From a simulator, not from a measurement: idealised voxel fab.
process module | voxel trench capacitor
cross-section cut | 270 nm wide | cells 5 nm
A cross-section is a grid of square cells, given in bands from the top down. A band is one or more rows of cells.
Each band's line starts with the height of the band's top and of its bottom, in nm. Then come its materials from left to right, each with its width in nm. One material with "throughout" fills the band from edge to edge. "air" is empty space.
Height 0 is the level under which the wafer as received is all one material. The lowest band goes on downwards, as in "0 down".
A width such as "30 to 40" changes by the same amount from each row of cells to the next, from the band's top row to its bottom row.
"no change" after a step means that no cell of the cross-section changed.
closed voids: empty space of 8 cells or more with no open way to the top, each as width x height at its distance from the left edge, in nm
after a step's settings: what the simulator itself notes on the step
overlay nm, on a step with a mask: how far to the right of its planned place the mask lay; to the left if negative
plan
1 op RECEIVE | material Si
2 op CONFORMAL_DEP | material SiN | thk nm 5
3 op DIRECTIONAL_DEP | material aC | thk nm 15
4 op PATTERN | tone open | mask id TRENCH | material resist | width nm 25 | pitch nm 45 | thk nm 35 | overlay nm 0
5 op DIRECTIONAL_ETCH | etch materials aC | depth nm 15
6 op STRIP | etch materials resist
7 op DIRECTIONAL_ETCH | etch materials SiN | depth nm 5
8 op DIRECTIONAL_ETCH | etch materials Si | depth nm 25
9 op STRIP | etch materials aC
10 op CONFORMAL_DEP | material Al2O3 | thk nm 5
11 op FILL_DEP | material polySi | thk nm 5
12 op CMP | height nm 5
first wafer, as planned
as received, after step 1
  0 down: Si throughout
  closed voids: none
after step 2
  5 to 0: SiN throughout
  below 0: unchanged
after step 3
  20 to 5: aC throughout
  below 5: unchanged
after step 4
  55 to 20: resist 100 | air 25 | resist 20 | air 25 | resist 100
  below 20: unchanged
after step 5
  40 to 20: resist 100 | air 25 | resist 20 | air 25 | resist 100
  20 to 5: aC 100 | air 25 | aC 20 | air 25 | aC 100
  below 5: unchanged
after step 6
  20 to 5: aC 100 | air 25 | aC 20 | air 25 | aC 100
  below 5: unchanged
after step 7
  20 to 5: aC 100 | air 25 | aC 20 | air 25 | aC 100
  5 to 0: SiN 100 | air 25 | SiN 20 | air 25 | SiN 100
  below 0: unchanged
after step 8
  20 to 5: aC 100 | air 25 | aC 20 | air 25 | aC 100
  5 to 0: SiN 100 | air 25 | SiN 20 | air 25 | SiN 100
  0 to -25: Si 100 | air 25 | Si 20 | air 25 | Si 100
  below -25: unchanged
after step 9
  5 to 0: SiN 100 | air 25 | SiN 20 | air 25 | SiN 100
  below 0: unchanged
after step 10
  10 to 5: Al2O3 105 | air 15 | Al2O3 30 | air 15 | Al2O3 105
  5 to 0: SiN 100 | Al2O3 5 | air 15 | Al2O3 5 | SiN 20 | Al2O3 5 | air 15 | Al2O3 5 | SiN 100
  0 to -20: Si 100 | Al2O3 5 | air 15 | Al2O3 5 | Si 20 | Al2O3 5 | air 15 | Al2O3 5 | Si 100
  -20 to -25: Si 100 | Al2O3 25 | Si 20 | Al2O3 25 | Si 100
  below -25: unchanged
after step 11
  15 to 10: polySi throughout
  10 to 5: Al2O3 105 | polySi 15 | Al2O3 30 | polySi 15 | Al2O3 105
  5 to 0: SiN 100 | Al2O3 5 | polySi 15 | Al2O3 5 | SiN 20 | Al2O3 5 | polySi 15 | Al2O3 5 | SiN 100
  0 to -20: Si 100 | Al2O3 5 | polySi 15 | Al2O3 5 | Si 20 | Al2O3 5 | polySi 15 | Al2O3 5 | Si 100
  below -20: unchanged
after step 12
  5 to 0: SiN 100 | Al2O3 5 | polySi 15 | Al2O3 5 | SiN 20 | Al2O3 5 | polySi 15 | Al2O3 5 | SiN 100
  below 0: unchanged
second wafer: like start, like plan, one mistake. Through step 3 it matches the first wafer
when step 4 should have ended
  55 to 20: resist 105 | air 15 | resist 30 | air 15 | resist 105
  below 20: unchanged
when step 5 should have ended
  40 to 20: resist 105 | air 15 | resist 30 | air 15 | resist 105
  20 to 5: aC 105 | air 15 | aC 30 | air 15 | aC 105
  below 5: unchanged
when step 6 should have ended
  20 to 5: aC 105 | air 15 | aC 30 | air 15 | aC 105
  below 5: unchanged
when step 7 should have ended
  20 to 5: aC 105 | air 15 | aC 30 | air 15 | aC 105
  5 to 0: SiN 105 | air 15 | SiN 30 | air 15 | SiN 105
  below 0: unchanged
when step 8 should have ended
  20 to 5: aC 105 | air 15 | aC 30 | air 15 | aC 105
  5 to 0: SiN 105 | air 15 | SiN 30 | air 15 | SiN 105
  0 to -25: Si 105 | air 15 | Si 30 | air 15 | Si 105
  below -25: unchanged
when step 9 should have ended
  5 to 0: SiN 105 | air 15 | SiN 30 | air 15 | SiN 105
  below 0: unchanged
when step 10 should have ended
  10 to 5: Al2O3 110 | air 5 | Al2O3 40 | air 5 | Al2O3 110
  5 to 0: SiN 105 | Al2O3 5 | air 5 | Al2O3 5 | SiN 30 | Al2O3 5 | air 5 | Al2O3 5 | SiN 105
  0 to -20: Si 105 | Al2O3 5 | air 5 | Al2O3 5 | Si 30 | Al2O3 5 | air 5 | Al2O3 5 | Si 105
  -20 to -25: Si 105 | Al2O3 15 | Si 30 | Al2O3 15 | Si 105
  below -25: unchanged
when step 11 should have ended
  15 to 10: polySi throughout
  10 to 5: Al2O3 110 | polySi 5 | Al2O3 40 | polySi 5 | Al2O3 110
  5 to 0: SiN 105 | Al2O3 5 | polySi 5 | Al2O3 5 | SiN 30 | Al2O3 5 | polySi 5 | Al2O3 5 | SiN 105
  0 to -20: Si 105 | Al2O3 5 | polySi 5 | Al2O3 5 | Si 30 | Al2O3 5 | polySi 5 | Al2O3 5 | Si 105
  below -20: unchanged
when step 12 should have ended
  5 to 0: SiN 105 | Al2O3 5 | polySi 5 | Al2O3 5 | SiN 30 | Al2O3 5 | polySi 5 | Al2O3 5 | SiN 105
  below 0: unchanged
what went wrong: step 4 ran as: op PATTERN | tone open | mask id TRENCH | material resist | width nm 15 | pitch nm 45 | thk nm 35 | overlay nm 0
at the end the second wafer has, in cells: 4 fewer of Al2O3 | 20 more of Si | 4 more of SiN | 20 fewer of polySi
